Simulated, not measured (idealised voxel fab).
Process module heading - voxel self aligned vias
For reference, the cross-section in this document is cut, with width 140 nm and square cells of 5 nm.
Each cross-section below is a grid of square cells, stated as bands in top-down order, with one or more rows of cells making up each band. Per band: top height and bottom height in nm, followed by the left-to-right materials and their widths in nm; "throughout" marks a single material spanning edge to edge, "blank" marks empty space. Height reference: 0 = level under which incoming wafer is all one material. Lowest band: no bottom, runs on downward, e.g. "z 0 and below". A width such as "30->40" changes by the same amount from each row of cells to the next, from the band's top row to its bottom row. Key: "same as before" - step with no changed cell in the cross-section. Any empty space of 8 cells or more lacking an open way to the top shows up in "Trapped cavities" as width x height at distance, distance from the left edge, in nm. If you see something after the settings on a step's line, that's the simulator's own remark about that step. A step line may carry the setting "overlay nm", which, for steps involving a mask, states the distance by which the mask lay to the right of its intended position; negative values denote displacement to the left.
Steps planned for the process:
step 1: RECEIVE,material Si
step 2: CONFORMAL_DEP,material SiO2,thk nm 10
step 3: CONFORMAL_DEP,material SiCN,thk nm 5
step 4: DIRECTIONAL_DEP,material lowk,thk nm 30
step 5: PATTERN,tone open,mask id LINES,material resist,width nm 30,pitch nm 55,thk nm 20,overlay nm 0
step 6: DIRECTIONAL_ETCH,etch materials lowk,depth nm 30
step 7: STRIP,etch materials resist
step 8: CONFORMAL_DEP,material TiN,thk nm 5
step 9: FILL_DEP,material W,thk nm 10
step 10: CMP,height nm 45
step 11: SELECTIVE_ETCH,etch materials W Ru TiN,depth nm 5
step 12: FILL_DEP,material SiN,thk nm 5
step 13: CMP,height nm 45
step 14: DIRECTIONAL_DEP,material lowk,thk nm 20
step 15: DIRECTIONAL_DEP,material aC,thk nm 15
step 16: PATTERN,tone open,mask id VIAS,material resist,width nm 40,thk nm 30,overlay nm 0
step 17: DIRECTIONAL_ETCH,etch materials aC,depth nm 15
step 18: STRIP,etch materials resist
step 19: DIRECTIONAL_ETCH,etch materials lowk,depth nm 20
step 20: DIRECTIONAL_ETCH,etch materials SiN,depth nm 5
step 21: STRIP,etch materials aC
step 22: CONFORMAL_DEP,material TiN,thk nm 5
step 23: FILL_DEP,material W,thk nm 5
step 24: CMP,height nm 65
step 25: CONFORMAL_DEP,material SiN,thk nm 5
First wafer of two (run as planned):
Step 1 complete: cross-section of the wafer as received:
  z 0 and below = Si throughout
  Trapped cavities: none
After step 2: wafer cross-section:
  z 10 to 0 = SiO2 throughout
  Under 0: no change, same as before.
After step 3: wafer cross-section:
  z 15 to 10 = SiCN throughout
  Under 10: no change, same as before.
After step 4: wafer cross-section:
  z 45 to 15 = lowk throughout
  Under 15: no change, same as before.
After step 5: wafer cross-section:
  z 65 to 45 = 25 of resist | 30 of blank | 25 of resist | 30 of blank | 30 of resist
  Under 45: no change, same as before.
After step 6: wafer cross-section:
  z 65 to 45 = 25 of resist | 30 of blank | 25 of resist | 30 of blank | 30 of resist
  z 45 to 15 = 25 of lowk | 30 of blank | 25 of lowk | 30 of blank | 30 of lowk
  Under 15: no change, same as before.
After step 7: wafer cross-section:
  z 45 to 15 = 25 of lowk | 30 of blank | 25 of lowk | 30 of blank | 30 of lowk
  Under 15: no change, same as before.
After step 8: wafer cross-section:
  z 50 to 45 = 30 of TiN | 20 of blank | 35 of TiN | 20 of blank | 35 of TiN
  z 45 to 20 = 25 of lowk | 5 of TiN | 20 of blank | 5 of TiN | 25 of lowk | 5 of TiN | 20 of blank | 5 of TiN | 30 of lowk
  z 20 to 15 = 25 of lowk | 30 of TiN | 25 of lowk | 30 of TiN | 30 of lowk
  Under 15: no change, same as before.
After step 9: wafer cross-section:
  z 60 to 50 = W throughout
  z 50 to 45 = 30 of TiN | 20 of W | 35 of TiN | 20 of W | 35 of TiN
  z 45 to 20 = 25 of lowk | 5 of TiN | 20 of W | 5 of TiN | 25 of lowk | 5 of TiN | 20 of W | 5 of TiN | 30 of lowk
  Under 20: no change, same as before.
After step 10: wafer cross-section:
  z 45 to 20 = 25 of lowk | 5 of TiN | 20 of W | 5 of TiN | 25 of lowk | 5 of TiN | 20 of W | 5 of TiN | 30 of lowk
  Under 20: no change, same as before.
After step 11: wafer cross-section:
  z 45 to 40 = 25 of lowk | 30 of blank | 25 of lowk | 30 of blank | 30 of lowk
  Under 40: no change, same as before.
After step 12: wafer cross-section:
  z 50 to 45 = SiN throughout
  z 45 to 40 = 25 of lowk | 30 of SiN | 25 of lowk | 30 of SiN | 30 of lowk
  Under 40: no change, same as before.
After step 13: wafer cross-section:
  z 45 to 40 = 25 of lowk | 30 of SiN | 25 of lowk | 30 of SiN | 30 of lowk
  Under 40: no change, same as before.
After step 14: wafer cross-section:
  z 65 to 45 = lowk throughout
  Under 45: no change, same as before.
After step 15: wafer cross-section:
  z 80 to 65 = aC throughout
  Under 65: no change, same as before.
After step 16: wafer cross-section:
  z 110 to 80 = 20 of resist | 40 of blank | 80 of resist
  Under 80: no change, same as before.
After step 17: wafer cross-section:
  z 95 to 80 = 20 of resist | 40 of blank | 80 of resist
  z 80 to 65 = 20 of aC | 40 of blank | 80 of aC
  Under 65: no change, same as before.
After step 18: wafer cross-section:
  z 80 to 65 = 20 of aC | 40 of blank | 80 of aC
  Under 65: no change, same as before.
After step 19: wafer cross-section:
  z 80 to 65 = 20 of aC | 40 of blank | 80 of aC
  z 65 to 45 = 20 of lowk | 40 of blank | 80 of lowk
  Under 45: no change, same as before.
After step 20: wafer cross-section:
  z 80 to 65 = 20 of aC | 40 of blank | 80 of aC
  z 65 to 45 = 20 of lowk | 40 of blank | 80 of lowk
  z 45 to 40 = 25 of lowk | 30 of blank | 25 of lowk | 30 of SiN | 30 of lowk
  Under 40: no change, same as before.
After step 21: wafer cross-section:
  z 65 to 45 = 20 of lowk | 40 of blank | 80 of lowk
  Under 45: no change, same as before.
After step 22: wafer cross-section:
  z 70 to 65 = 25 of TiN | 30 of blank | 85 of TiN
  z 65 to 50 = 20 of lowk | 5 of TiN | 30 of blank | 5 of TiN | 80 of lowk
  z 50 to 45 = 20 of lowk | 10 of TiN | 20 of blank | 10 of TiN | 80 of lowk
  z 45 to 40 = 25 of lowk | 30 of TiN | 25 of lowk | 30 of SiN | 30 of lowk
  Under 40: no change, same as before.
After step 23: wafer cross-section:
  z 75 to 70 = W throughout
  z 70 to 65 = 25 of TiN | 30 of W | 85 of TiN
  z 65 to 50 = 20 of lowk | 5 of TiN | 30 of W | 5 of TiN | 80 of lowk
  z 50 to 45 = 20 of lowk | 10 of TiN | 20 of W | 10 of TiN | 80 of lowk
  Under 45: no change, same as before.
After step 24: wafer cross-section:
  z 65 to 50 = 20 of lowk | 5 of TiN | 30 of W | 5 of TiN | 80 of lowk
  Under 50: no change, same as before.
After step 25: wafer cross-section:
  z 70 to 65 = SiN throughout
  Under 65: no change, same as before.
Second wafer: same start and same plan as the first, one execution error; identical to the first through step 4:
Cross-section, second wafer, at the end time the plan gives for step 5:
  z 65 to 45 = 25 of blank | 30 of resist | 25 of blank | 30 of resist | 30 of blank
  Under 45: no change, same as before.
Cross-section, second wafer, at the end time the plan gives for step 6:
  z 65 to 45 = 25 of blank | 30 of resist | 25 of blank | 30 of resist | 30 of blank
  z 45 to 15 = 25 of blank | 30 of lowk | 25 of blank | 30 of lowk | 30 of blank
  Under 15: no change, same as before.
Cross-section, second wafer, at the end time the plan gives for step 7:
  z 45 to 15 = 25 of blank | 30 of lowk | 25 of blank | 30 of lowk | 30 of blank
  Under 15: no change, same as before.
Cross-section, second wafer, at the end time the plan gives for step 8:
  z 50 to 45 = 20 of blank | 40 of TiN | 15 of blank | 40 of TiN | 25 of blank
  z 45 to 20 = 20 of blank | 5 of TiN | 30 of lowk | 5 of TiN | 15 of blank | 5 of TiN | 30 of lowk | 5 of TiN | 25 of blank
  z 20 to 15 = 25 of TiN | 30 of lowk | 25 of TiN | 30 of lowk | 30 of TiN
  Under 15: no change, same as before.
Cross-section, second wafer, at the end time the plan gives for step 9:
  z 60 to 50 = W throughout
  z 50 to 45 = 20 of W | 40 of TiN | 15 of W | 40 of TiN | 25 of W
  z 45 to 20 = 20 of W | 5 of TiN | 30 of lowk | 5 of TiN | 15 of W | 5 of TiN | 30 of lowk | 5 of TiN | 25 of W
  Under 20: no change, same as before.
Cross-section, second wafer, at the end time the plan gives for step 10:
  z 45 to 20 = 20 of W | 5 of TiN | 30 of lowk | 5 of TiN | 15 of W | 5 of TiN | 30 of lowk | 5 of TiN | 25 of W
  Under 20: no change, same as before.
Cross-section, second wafer, at the end time the plan gives for step 11:
  z 45 to 40 = 25 of blank | 30 of lowk | 25 of blank | 30 of lowk | 30 of blank
  Under 40: no change, same as before.
Cross-section, second wafer, at the end time the plan gives for step 12:
  z 50 to 45 = SiN throughout
  z 45 to 40 = 25 of SiN | 30 of lowk | 25 of SiN | 30 of lowk | 30 of SiN
  Under 40: no change, same as before.
Cross-section, second wafer, at the end time the plan gives for step 13:
  z 45 to 40 = 25 of SiN | 30 of lowk | 25 of SiN | 30 of lowk | 30 of SiN
  Under 40: no change, same as before.
Cross-section, second wafer, at the end time the plan gives for step 14:
  z 65 to 45 = lowk throughout
  Under 45: no change, same as before.
Cross-section, second wafer, at the end time the plan gives for step 15:
  z 80 to 65 = aC throughout
  Under 65: no change, same as before.
Cross-section, second wafer, at the end time the plan gives for step 16:
  z 110 to 80 = 20 of resist | 40 of blank | 80 of resist
  Under 80: no change, same as before.
Cross-section, second wafer, at the end time the plan gives for step 17:
  z 95 to 80 = 20 of resist | 40 of blank | 80 of resist
  z 80 to 65 = 20 of aC | 40 of blank | 80 of aC
  Under 65: no change, same as before.
Cross-section, second wafer, at the end time the plan gives for step 18:
  z 80 to 65 = 20 of aC | 40 of blank | 80 of aC
  Under 65: no change, same as before.
Cross-section, second wafer, at the end time the plan gives for step 19:
  z 80 to 65 = 20 of aC | 40 of blank | 80 of aC
  z 65 to 45 = 20 of lowk | 40 of blank | 80 of lowk
  Under 45: no change, same as before.
Cross-section, second wafer, at the end time the plan gives for step 20:
  z 80 to 65 = 20 of aC | 40 of blank | 80 of aC
  z 65 to 45 = 20 of lowk | 40 of blank | 80 of lowk
  z 45 to 40 = 20 of SiN | 5 of blank | 30 of lowk | 5 of blank | 20 of SiN | 30 of lowk | 30 of SiN
  Under 40: no change, same as before.
Cross-section, second wafer, at the end time the plan gives for step 21:
  z 65 to 45 = 20 of lowk | 40 of blank | 80 of lowk
  Under 45: no change, same as before.
Cross-section, second wafer, at the end time the plan gives for step 22:
  z 70 to 65 = 25 of TiN | 30 of blank | 85 of TiN
  z 65 to 50 = 20 of lowk | 5 of TiN | 30 of blank | 5 of TiN | 80 of lowk
  z 50 to 45 = 20 of lowk | 40 of TiN | 80 of lowk
  z 45 to 40 = 20 of SiN | 5 of TiN | 30 of lowk | 5 of TiN | 20 of SiN | 30 of lowk | 30 of SiN
  Under 40: no change, same as before.
Cross-section, second wafer, at the end time the plan gives for step 23:
  z 75 to 70 = W throughout
  z 70 to 65 = 25 of TiN | 30 of W | 85 of TiN
  z 65 to 50 = 20 of lowk | 5 of TiN | 30 of W | 5 of TiN | 80 of lowk
  Under 50: no change, same as before.
Cross-section, second wafer, at the end time the plan gives for step 24:
  z 65 to 50 = 20 of lowk | 5 of TiN | 30 of W | 5 of TiN | 80 of lowk
  Under 50: no change, same as before.
Cross-section, second wafer, at the end time the plan gives for step 25:
  z 70 to 65 = SiN throughout
  Under 65: no change, same as before.
What was the processing mistake? step 5 did not happen as planned, as run it was PATTERN,tone cover,mask id LINES,material resist,width nm 30,pitch nm 55,thk nm 20,overlay nm 0
The second wafer ends with more or fewer cells of some materials than the first, per final count: 8 more of SiN | 4 more of TiN | 12 more of W | 24 fewer of lowk
